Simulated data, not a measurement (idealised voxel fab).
A process module follows: voxel wiring stack.
Pictured: cross-section cut, 245 nm wide, on a grid of 5 nm square cells.
In what follows, cross-sections appear as grids of square cells, described through bands that run from the top down, where every band is one or more rows of cells.
Look at the band entry: it leads with the top's height and the bottom's height in nm. Then it lists the materials left to right, with a width in nm for each. The word "throughout" on a single material says that material fills the band edge to edge. The word "air" is empty space.
We count height from 0. Below that, the starting wafer is all one material. The lowest band never ends at the bottom but goes on down; see "0 -> down" for how that is written.
The two numbers in a width such as "30..40" mark its ends across the band: the first belongs to the top row of cells, the second to the bottom row, and from each row to the next the width moves by the same amount.
Reading "no change occurred" for a step: not a cell of the cross-section changed in it.
"Closed cavity list": sealed empty spaces, 8 cells or more, no open way to top, listed width x height at distance, with distance from the left edge and width, height and distance in nm.
after a step's settings: what the simulator itself notes on the step
overlay nm: mask right of planned place by this much (step with mask). Neg. = left.
Listed below are the process steps as planned:
1. op RECEIVE | material Si
2. op CONFORMAL_DEP | material SiO2 | thk nm 10
3. op CONFORMAL_DEP | material SiCN | thk nm 5
4. op DIRECTIONAL_DEP | material lowk | thk nm 20
5. op PATTERN | tone open | mask id METAL_1 | material resist | width nm 25 | pitch nm 55 | thk nm 20 | overlay nm 0
6. op DIRECTIONAL_ETCH | etch materials lowk | depth nm 20
7. op DIRECTIONAL_ETCH | etch materials SiCN | depth nm 5
8. op STRIP | etch materials resist
9. op CONFORMAL_DEP | material TiN | thk nm 5
10. op FILL_DEP | material W | thk nm 10
11. op CMP | height nm 35
12. op CONFORMAL_DEP | material SiCN | thk nm 5
13. op DIRECTIONAL_DEP | material lowk | thk nm 35
14. op PATTERN | tone open | mask id METAL_2 | material resist | width nm 25 | pitch nm 55 | thk nm 15 | overlay nm 0
15. op DIRECTIONAL_ETCH | etch materials lowk | depth nm 20
16. op STRIP | etch materials resist
17. op PATTERN | tone open | mask id METAL_2_HOLES | material resist | width nm 15 | pitch nm 110 | thk nm 20 | overlay nm 0
18. op DIRECTIONAL_ETCH | etch materials lowk | depth nm 15
19. op DIRECTIONAL_ETCH | etch materials SiCN | depth nm 5
20. op STRIP | etch materials resist
21. op CONFORMAL_DEP | material TiN | thk nm 5
22. op FILL_DEP | material Cu | thk nm 5
23. op CMP | height nm 75
24. op CONFORMAL_DEP | material SiN | thk nm 5
Shown in cross-section is the wafer as received, that is, as it stands after step 1:
  0 -> down | Si throughout
  Closed cavity list: none
first wafer at the end, as planned:
  80 -> 75 | SiN throughout
  75 -> 60 | 25 lowk; 5 TiN; 15 Cu; 5 TiN; 30 lowk; 5 TiN; 15 Cu; 5 TiN; 30 lowk; 5 TiN; 15 Cu; 5 TiN; 30 lowk; 5 TiN; 15 Cu; 5 TiN; 30 lowk
  60 -> 55 | 25 lowk; 5 TiN; 5 Cu; 15 TiN; 30 lowk; 25 TiN; 30 lowk; 5 TiN; 5 Cu; 15 TiN; 30 lowk; 25 TiN; 30 lowk
  55 -> 40 | 25 lowk; 5 TiN; 5 Cu; 5 TiN; 95 lowk; 5 TiN; 5 Cu; 5 TiN; 95 lowk
  40 -> 35 | 25 SiCN; 15 TiN; 95 SiCN; 15 TiN; 95 SiCN
  35 -> 15 | 25 lowk; 5 TiN; 15 W; 5 TiN; 30 lowk; 5 TiN; 15 W; 5 TiN; 30 lowk; 5 TiN; 15 W; 5 TiN; 30 lowk; 5 TiN; 15 W; 5 TiN; 30 lowk
  15 -> 10 | 25 SiCN; 25 TiN; 30 SiCN; 25 TiN; 30 SiCN; 25 TiN; 30 SiCN; 25 TiN; 30 SiCN
  10 -> 0 | SiO2 throughout
  0 -> down | Si throughout
  Closed cavity list: none
So this is wafer number two of the two, cut at the end of the module - it started where the first did and had the same plan, we just got one thing wrong running it:
  80 -> 75 | SiN throughout
  75 -> 40 | lowk throughout
  40 -> 35 | SiCN throughout
  35 -> 15 | 25 lowk; 5 TiN; 15 W; 5 TiN; 30 lowk; 5 TiN; 15 W; 5 TiN; 30 lowk; 5 TiN; 15 W; 5 TiN; 30 lowk; 5 TiN; 15 W; 5 TiN; 30 lowk
  15 -> 10 | 25 SiCN; 25 TiN; 30 SiCN; 25 TiN; 30 SiCN; 25 TiN; 30 SiCN; 25 TiN; 30 SiCN
  10 -> 0 | SiO2 throughout
  0 -> down | Si throughout
  Closed cavity list: none
Which mistake was made when the wafer was run? execution of plan step 13 occurred twice
At the finish, the second wafer shows more or fewer cells for some materials than the first does: Cu -44, SiCN +6, TiN -60, lowk +98
